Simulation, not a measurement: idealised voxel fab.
The following is a process module called voxel tone inversion.
FYI the section here is cut, 215 nm wide, cells are 5 nm squares.
Reading order for cross-sections: top band down to bottom band. Underlying form: a grid of square cells. Band size: one or more rows of cells.
This entry defines a band. It first specifies the height of the band's top and the height of its bottom in nm, and then specifies the band's materials from left to right, stating each material with its width in nm. The word "all across" identifies a single material that fills the band from edge to edge, while the word "air" identifies empty space.
Heads up on the height convention: 0 is the point under which the incoming wafer is all one material, and the lowest band has no bottom, it just keeps going down, like "0 nm and below".
Think of "30..40" as a width that walks from the first number to the second as you go down the band, top row to bottom row, taking equal-sized steps from row to row.
Take "everything unchanged" at face value: in the step it is given for, the cross-section changed in none of its cells.
Look at "Fully enclosed voids" for the closed voids: empty spaces with no open path to the top, sized 8 cells or up. Each is width x height at distance, distance from the left edge, all nm.
Read whatever lies past the settings on a step's line as the simulator's own remark about the step.
overlay nm: mask offset rightward from planned place, masked step; negative means leftward offset.

So here's the lineup of process steps we planned
1) RECEIVE [material Si]
2) CONFORMAL_DEP [material SiCN] [thk nm 5]
3) DIRECTIONAL_DEP [material polySi] [thk nm 25]
4) PATTERN [tone cover] [mask id POSTS] [material resist] [width nm 20] [pitch nm 45] [thk nm 35] [overlay nm 0]
5) DIRECTIONAL_ETCH [etch materials polySi] [depth nm 25]
6) STRIP [etch materials resist]
7) FILL_DEP [material SiO2] [thk nm 10]
8) CMP [height nm 30]
9) STRIP [etch materials polySi]

Of two wafers, the first: run according to plan

Shown in cross-section is the wafer as received, that is, as it stands after step 1
> 0 nm and below = Si all across
> Fully enclosed voids: none

The wafer in cross-section once step 2 is complete
> 5 nm to 0 nm = SiCN all across
> Anything lower than 0 is untouched.

The wafer in cross-section once step 3 is complete
> 30 nm to 5 nm = polySi all across
> Anything lower than 5 is untouched.

The wafer in cross-section once step 4 is complete
> 65 nm to 30 nm = 75 of air  20 of resist  25 of air  20 of resist  75 of air
> Anything lower than 30 is untouched.

The wafer in cross-section once step 5 is complete
> 65 nm to 30 nm = 75 of air  20 of resist  25 of air  20 of resist  75 of air
> 30 nm to 5 nm = 75 of air  20 of polySi  25 of air  20 of polySi  75 of air
> Anything lower than 5 is untouched.

The wafer in cross-section once step 6 is complete
> 30 nm to 5 nm = 75 of air  20 of polySi  25 of air  20 of polySi  75 of air
> Anything lower than 5 is untouched.

The wafer in cross-section once step 7 is complete
> 40 nm to 30 nm = SiO2 all across
> 30 nm to 5 nm = 75 of SiO2  20 of polySi  25 of SiO2  20 of polySi  75 of SiO2
> Anything lower than 5 is untouched.

The wafer in cross-section once step 8 is complete
> 30 nm to 5 nm = 75 of SiO2  20 of polySi  25 of SiO2  20 of polySi  75 of SiO2
> Anything lower than 5 is untouched.

The wafer in cross-section once step 9 is complete
> 30 nm to 5 nm = 75 of SiO2  20 of air  25 of SiO2  20 of air  75 of SiO2
> Anything lower than 5 is untouched.

Wafer two. Identical start, identical plan. One mistake in execution. Identical history through step 2

What the second wafer looks like in cross-section when step 3 should have wrapped up
> 30 nm to 0 nm = SiCN all across
> Anything lower than 0 is untouched.

What the second wafer looks like in cross-section when step 4 should have wrapped up
> 65 nm to 30 nm = 75 of air  20 of resist  25 of air  20 of resist  75 of air
> Anything lower than 30 is untouched.

What the second wafer looks like in cross-section when step 5 should have wrapped up: everything unchanged

What the second wafer looks like in cross-section when step 6 should have wrapped up
> 30 nm to 0 nm = SiCN all across
> Anything lower than 0 is untouched.

What the second wafer looks like in cross-section when step 7 should have wrapped up
> 40 nm to 30 nm = SiO2 all across
> Anything lower than 30 is untouched.

What the second wafer looks like in cross-section when step 8 should have wrapped up
> 30 nm to 0 nm = SiCN all across
> Anything lower than 0 is untouched.

What the second wafer looks like in cross-section when step 9 should have wrapped up: everything unchanged
What was done differently from what was planned? step 3 ran differently from the plan; actual operation with settings: DIRECTIONAL_DEP [material SiCN] [thk nm 25]
Final comparison by cell count, materials where the second wafer has more or fewer than the first: +215 SiCN | -175 SiO2
